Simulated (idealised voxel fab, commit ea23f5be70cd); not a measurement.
This is a process module. Its name is voxel transistor to metal.
It is cross-section cut that appears here, measuring 295 nm in width, its square cells being 5 nm in size.
Square cells in a grid make up a cross-section in this document, and the grid is given as bands, listed from the top down, each one or more rows of cells.
The entry gives the band's vertical extent as a top height and a bottom height in nm, then its horizontal make-up as materials from left to right, each with a width in nm. "air" stands for empty space; a single material marked "all across" fills the band edge to edge.
The reference from which all heights are counted is 0, the level beneath which the as-received wafer is entirely one material; the lowest band, having no lower bound, proceeds downward and is written after the example "0..down".
A two-number width, for instance "30..40", indicates that the width is equal to the first number in the top row of the band and to the second number in the bottom row, and that it changes by a constant amount per row of cells.
"remained the same" (step): cross-section cells unchanged, all of them.
Enclosed voids (no open way to top), threshold 8 cells or more, entry "Closed void listing", notation width x height at distance, distance from left edge, nm.
Whatever follows a step's settings on its line is a remark the simulator itself makes about that step.
"overlay nm" denotes, for a step that has a mask, the displacement of the mask to the right of its planned place, with negative values corresponding to the left.
Process steps - plan:
1 RECEIVE (material Si)
2 OXIDIZE (depth nm 5)
3 CONFORMAL_DEP (material SiN; thk nm 15)
4 DIRECTIONAL_DEP (material aC; thk nm 10)
5 PATTERN (tone cover; mask id ACTIVE; material resist; width nm 95; pitch nm 125; thk nm 30; overlay nm 0)
6 DIRECTIONAL_ETCH (etch materials aC; depth nm 10)
7 STRIP (etch materials resist)
8 DIRECTIONAL_ETCH (etch materials SiN; depth nm 15)
9 DIRECTIONAL_ETCH (etch materials SiO2; depth nm 5)
10 DIRECTIONAL_ETCH (etch materials Si; depth nm 30)
11 STRIP (etch materials aC)
12 OXIDIZE (depth nm 5)
13 FILL_DEP (material SiO2; thk nm 10)
14 CMP (height nm 15)
15 SELECTIVE_ETCH (etch materials SiO2; depth nm 10)
16 STRIP (etch materials SiN)
17 SELECTIVE_ETCH (etch materials SiO2; depth nm 5)
18 OXIDIZE (depth nm 5)
19 DIRECTIONAL_DEP (material polySi; thk nm 20)
20 DIRECTIONAL_DEP (material SiCN; thk nm 10)
21 PATTERN (tone cover; mask id GATE; material resist; width nm 15; pitch nm 125; thk nm 15; overlay nm 0)
22 DIRECTIONAL_ETCH (etch materials SiCN; depth nm 20)
23 DIRECTIONAL_ETCH (etch materials polySi; depth nm 30)
24 STRIP (etch materials resist)
25 CONFORMAL_DEP (material SiN; thk nm 5)
26 DIRECTIONAL_ETCH (etch materials SiN; depth nm 5)
27 DIRECTIONAL_ETCH (etch materials SiO2; depth nm 5)
28 DIRECTIONAL_ETCH (etch materials Si; depth nm 10)
29 EPI (material SiGe; thk nm 15)
30 FILL_DEP (material SiO2; thk nm 5)
31 CMP (height nm 25)
32 DIRECTIONAL_DEP (material SiO2; thk nm 15)
33 MASKED_ETCH (tone open; mask id CONTACT; width nm 15; etch materials SiO2; depth nm 45; overlay nm 0)
34 CONFORMAL_DEP (material TiN; thk nm 5)
35 FILL_DEP (material Ru; thk nm 5)
36 CMP (height nm 40)
37 DIRECTIONAL_DEP (material TiN; thk nm 5)
38 DIRECTIONAL_DEP (material Ru; thk nm 15)
39 MASKED_ETCH (tone cover; mask id METAL_1; width nm 15; etch materials Ru; depth nm 15; overlay nm 0)
40 MASKED_ETCH (tone cover; mask id METAL_1; width nm 15; etch materials TiN; depth nm 5; overlay nm 0)
41 CONFORMAL_DEP (material SiCN; thk nm 5)
42 FILL_DEP (material lowk; thk nm 10)
43 CMP (height nm 60)
44 CONFORMAL_DEP (material SiN; thk nm 5)
Variable across wafers: step 33 width nm (plan value is that of the first wafer; starting state common to all).
This is how the first of several wafers looked in cross-section when it arrived, which is after step 1:
  0..down = Si all across
  Closed void listing: none
First of several wafers, sectioned at end of module (last step: step 44):
  65..60 = SiN all across
  60..45 = 40 of lowk; 5 of SiCN; 15 of Ru; 5 of SiCN; 35 of lowk; 5 of SiCN; 15 of Ru; 5 of SiCN; 40 of lowk; 5 of SiCN; 15 of Ru; 5 of SiCN; 35 of lowk; 5 of SiCN; 15 of Ru; 5 of SiCN; 45 of lowk
  45..40 = 45 of SiCN; 15 of TiN; 45 of SiCN; 15 of TiN; 50 of SiCN; 15 of TiN; 45 of SiCN; 15 of TiN; 50 of SiCN
  40..25 = 50 of SiO2; 5 of TiN; 5 of Ru; 5 of TiN; 35 of SiO2; 5 of TiN; 5 of Ru; 5 of TiN; 60 of SiO2; 5 of TiN; 5 of Ru; 5 of TiN; 35 of SiO2; 5 of TiN; 5 of Ru; 5 of TiN; 55 of SiO2
  25..15 = 50 of SiO2; 5 of TiN; 5 of Ru; 5 of TiN; 5 of SiO2; 5 of SiN; 15 of SiCN; 5 of SiN; 5 of SiO2; 5 of TiN; 5 of Ru; 5 of TiN; 60 of SiO2; 5 of TiN; 5 of Ru; 5 of TiN; 5 of SiO2; 5 of SiN; 15 of SiCN; 5 of SiN; 5 of SiO2; 5 of TiN; 5 of Ru; 5 of TiN; 55 of SiO2
  15..10 = 50 of SiO2; 5 of TiN; 5 of Ru; 5 of TiN; 5 of SiO2; 5 of SiN; 15 of polySi; 5 of SiN; 5 of SiO2; 5 of TiN; 5 of Ru; 5 of TiN; 60 of SiO2; 5 of TiN; 5 of Ru; 5 of TiN; 5 of SiO2; 5 of SiN; 15 of polySi; 5 of SiN; 5 of SiO2; 5 of TiN; 5 of Ru; 5 of TiN; 55 of SiO2
  10..5 = 50 of SiO2; 15 of TiN; 5 of SiO2; 5 of SiN; 15 of polySi; 5 of SiN; 5 of SiO2; 15 of TiN; 60 of SiO2; 15 of TiN; 5 of SiO2; 5 of SiN; 15 of polySi; 5 of SiN; 5 of SiO2; 15 of TiN; 55 of SiO2
  5..0 = 50 of SiO2; 5 of TiN; 15 of SiGe; 5 of SiN; 15 of polySi; 5 of SiN; 15 of SiGe; 5 of TiN; 60 of SiO2; 5 of TiN; 15 of SiGe; 5 of SiN; 15 of polySi; 5 of SiN; 15 of SiGe; 5 of TiN; 55 of SiO2
  0..-5 = 30 of SiO2; 5 of SiN; 15 of SiO2; 5 of TiN; 15 of SiGe; 5 of SiN; 15 of polySi; 5 of SiN; 15 of SiGe; 5 of TiN; 15 of SiO2; 5 of SiN; 20 of SiO2; 5 of SiN; 15 of SiO2; 5 of TiN; 15 of SiGe; 5 of SiN; 15 of polySi; 5 of SiN; 15 of SiGe; 5 of TiN; 15 of SiO2; 5 of SiN; 35 of SiO2
  -5..-10 = 35 of SiO2; 35 of SiGe; 25 of SiO2; 35 of SiGe; 30 of SiO2; 35 of SiGe; 25 of SiO2; 35 of SiGe; 40 of SiO2
  -10..-20 = 40 of SiO2; 30 of SiGe; 25 of Si; 30 of SiGe; 40 of SiO2; 30 of SiGe; 25 of Si; 30 of SiGe; 45 of SiO2
  -20..-40 = 40 of SiO2; 85 of Si; 40 of SiO2; 85 of Si; 45 of SiO2
  -40..down = Si all across
  Closed void listing: none
The final wafer, sectioned at module end:
  65..60 = SiN all across
  60..45 = 40 of lowk; 5 of SiCN; 15 of Ru; 5 of SiCN; 35 of lowk; 5 of SiCN; 15 of Ru; 5 of SiCN; 40 of lowk; 5 of SiCN; 15 of Ru; 5 of SiCN; 35 of lowk; 5 of SiCN; 15 of Ru; 5 of SiCN; 45 of lowk
  45..40 = 45 of SiCN; 15 of TiN; 45 of SiCN; 15 of TiN; 50 of SiCN; 15 of TiN; 45 of SiCN; 15 of TiN; 50 of SiCN
  40..30 = 40 of SiO2; 5 of TiN; 25 of Ru; 5 of TiN; 15 of SiO2; 5 of TiN; 25 of Ru; 5 of TiN; 40 of SiO2; 5 of TiN; 25 of Ru; 5 of TiN; 15 of SiO2; 5 of TiN; 25 of Ru; 5 of TiN; 45 of SiO2
  30..25 = 40 of SiO2; 5 of TiN; 20 of Ru; 10 of TiN; 15 of SiO2; 10 of TiN; 20 of Ru; 5 of TiN; 40 of SiO2; 5 of TiN; 20 of Ru; 10 of TiN; 15 of SiO2; 10 of TiN; 20 of Ru; 5 of TiN; 45 of SiO2
  25..15 = 40 of SiO2; 5 of TiN; 20 of Ru; 5 of TiN; 5 of SiN; 15 of SiCN; 5 of SiN; 5 of TiN; 20 of Ru; 5 of TiN; 40 of SiO2; 5 of TiN; 20 of Ru; 5 of TiN; 5 of SiN; 15 of SiCN; 5 of SiN; 5 of TiN; 20 of Ru; 5 of TiN; 45 of SiO2
  15..5 = 40 of SiO2; 5 of TiN; 20..5 of Ru; 5..20 of TiN; 5 of SiN; 15 of polySi; 5 of SiN; 5..20 of TiN; 20..5 of Ru; 5 of TiN; 40 of SiO2; 5 of TiN; 20..5 of Ru; 5..20 of TiN; 5 of SiN; 15 of polySi; 5 of SiN; 5..20 of TiN; 20..5 of Ru; 5 of TiN; 45 of SiO2
  5..0 = 40 of SiO2; 5 of TiN; 5 of Ru; 5 of TiN; 15 of SiGe; 5 of SiN; 15 of polySi; 5 of SiN; 15 of SiGe; 5 of TiN; 5 of Ru; 5 of TiN; 40 of SiO2; 5 of TiN; 5 of Ru; 5 of TiN; 15 of SiGe; 5 of SiN; 15 of polySi; 5 of SiN; 15 of SiGe; 5 of TiN; 5 of Ru; 5 of TiN; 45 of SiO2
  0..-5 = 30 of SiO2; 5 of SiN; 5 of SiO2; 15 of TiN; 15 of SiGe; 5 of SiN; 15 of polySi; 5 of SiN; 15 of SiGe; 15 of TiN; 5 of SiO2; 5 of SiN; 20 of SiO2; 5 of SiN; 5 of SiO2; 15 of TiN; 15 of SiGe; 5 of SiN; 15 of polySi; 5 of SiN; 15 of SiGe; 15 of TiN; 5 of SiO2; 5 of SiN; 35 of SiO2
  -5..-10 = 35 of SiO2; 35 of SiGe; 25 of SiO2; 35 of SiGe; 30 of SiO2; 35 of SiGe; 25 of SiO2; 35 of SiGe; 40 of SiO2
  -10..-20 = 40 of SiO2; 30 of SiGe; 25 of Si; 30 of SiGe; 40 of SiO2; 30 of SiGe; 25 of Si; 30 of SiGe; 45 of SiO2
  -20..-40 = 40 of SiO2; 85 of Si; 40 of SiO2; 85 of Si; 45 of SiO2
  -40..down = Si all across
  Closed void listing: none
The following table contains a row per wafer, in which are reported, at the conclusion of the module, the cells of each material gained (+) or lost (-) since the wafer's receipt, with its closed voids given thereafter:
width nm 15, +60 Ru, -316 Si, +83 SiCN, +100 SiGe, +87 SiN, +532 SiO2, +80 TiN, +117 lowk, +24 polySi, Closed void listing: none
width nm 20, +84 Ru, -316 Si, +83 SiCN, +100 SiGe, +87 SiN, +500 SiO2, +88 TiN, +117 lowk, +24 polySi, Closed void listing: none
width nm 25, +108 Ru, -316 Si, +83 SiCN, +100 SiGe, +87 SiN, +468 SiO2, +96 TiN, +117 lowk, +24 polySi, Closed void listing: none
width nm 30, +128 Ru, -316 Si, +83 SiCN, +100 SiGe, +87 SiN, +444 SiO2, +100 TiN, +117 lowk, +24 polySi, Closed void listing: none
width nm 35, +148 Ru, -316 Si, +83 SiCN, +100 SiGe, +87 SiN, +420 SiO2, +104 TiN, +117 lowk, +24 polySi, Closed void listing: none
